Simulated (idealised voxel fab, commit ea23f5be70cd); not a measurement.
The name of this process module is voxel trench capacitor.
FYI the section here is cut, 250 nm wide, cells are 5 nm squares.
Cross-section, as written here: a square-cell grid given band by band from the top down, where a band holds one or more rows of cells. Quick guide to a band line: top height, bottom height (nm) up front; then every material left to right with its width in nm. Only one material and it's marked "everywhere"? Then it fills the band edge to edge. And "empty" just means empty space. Height datum 0, below which the as-received substrate wafer is one material. Lowest band open at the bottom, running downward: "0 nm and below". Width spec "30 to 40" -> top row of cells at first value, bottom row at second value, equal per-row change in between. No cell of the cross-section changed in a step that is given as "no alterations made". In the "Enclosed void entries" entry, you get each enclosed empty space of 8 cells or more, one with no open way to the top, written width x height at distance, distance from the left edge, in nm. Note: text after step settings on the step line = simulator remark on that step. Steps that use a mask can have "overlay nm" on their line. It says how far the mask sat to the right of where it was meant to be. Negative means to the left.
This section lists the process steps that were planned:
1 RECEIVE with material Si
2 CONFORMAL_DEP with material SiN, thk nm 10
3 PATTERN with tone open, mask id TRENCH, material resist, width nm 30, pitch nm 55, thk nm 15, overlay nm 0
4 DIRECTIONAL_ETCH with etch materials SiN, depth nm 5
5 DIRECTIONAL_ETCH with etch materials Si, depth nm 40
6 STRIP with etch materials resist
7 CONFORMAL_DEP with material Al2O3, thk nm 5
8 CONFORMAL_DEP with material TiN, thk nm 5
9 FILL_DEP with material W, thk nm 5
10 CMP with height nm 10
Across this set of wafers, the varied parameter is the depth nm of step 4. Starting conditions are identical for every wafer, and the plan reports the value assigned to the first wafer.
Received wafers, first of several: cross-section after step 1:
  0 nm and below  Si everywhere
  Enclosed void entries: none
End of module: cross-section of the first of several wafers after step 10, the last step:
  10 nm to 5 nm  SiN: 25  Al2O3: 30  SiN: 25  Al2O3: 30  SiN: 25  Al2O3: 30  SiN: 25  Al2O3: 30  SiN: 30
  5 nm to 0 nm  SiN everywhere
  0 nm and below  Si everywhere
  Enclosed void entries: none
Here we cross-sectioned the last of the wafers once the module was done:
  10 nm to 0 nm  SiN: 25  Al2O3: 5  TiN: 5  W: 10  TiN: 5  Al2O3: 5  SiN: 25  Al2O3: 5  TiN: 5  W: 10  TiN: 5  Al2O3: 5  SiN: 25  Al2O3: 5  TiN: 5  W: 10  TiN: 5  Al2O3: 5  SiN: 25  Al2O3: 5  TiN: 5  W: 10  TiN: 5  Al2O3: 5  SiN: 30
  0 nm to -30 nm  Si: 25  Al2O3: 5  TiN: 5  W: 10  TiN: 5  Al2O3: 5  Si: 25  Al2O3: 5  TiN: 5  W: 10  TiN: 5  Al2O3: 5  Si: 25  Al2O3: 5  TiN: 5  W: 10  TiN: 5  Al2O3: 5  Si: 25  Al2O3: 5  TiN: 5  W: 10  TiN: 5  Al2O3: 5  Si: 30
  -30 nm to -35 nm  Si: 25  Al2O3: 5  TiN: 20  Al2O3: 5  Si: 25  Al2O3: 5  TiN: 20  Al2O3: 5  Si: 25  Al2O3: 5  TiN: 20  Al2O3: 5  Si: 25  Al2O3: 5  TiN: 20  Al2O3: 5  Si: 30
  -35 nm to -40 nm  Si: 25  Al2O3: 30  Si: 25  Al2O3: 30  Si: 25  Al2O3: 30  Si: 25  Al2O3: 30  Si: 30
  -40 nm and below  Si everywhere
  Enclosed void entries: none
Row per wafer, end-of-module: cell gain (+)/loss (-) by material since the wafer came in, then closed voids:
depth nm 5 | +24 Al2O3 | +76 SiN | Enclosed void entries: none
depth nm 10 | +96 Al2O3 | -192 Si | +52 SiN | +80 TiN | +64 W | Enclosed void entries: none
depth nm 15 | +96 Al2O3 | -192 Si | +52 SiN | +80 TiN | +64 W | Enclosed void entries: none
depth nm 20 | +96 Al2O3 | -192 Si | +52 SiN | +80 TiN | +64 W | Enclosed void entries: none
depth nm 25 | +96 Al2O3 | -192 Si | +52 SiN | +80 TiN | +64 W | Enclosed void entries: none
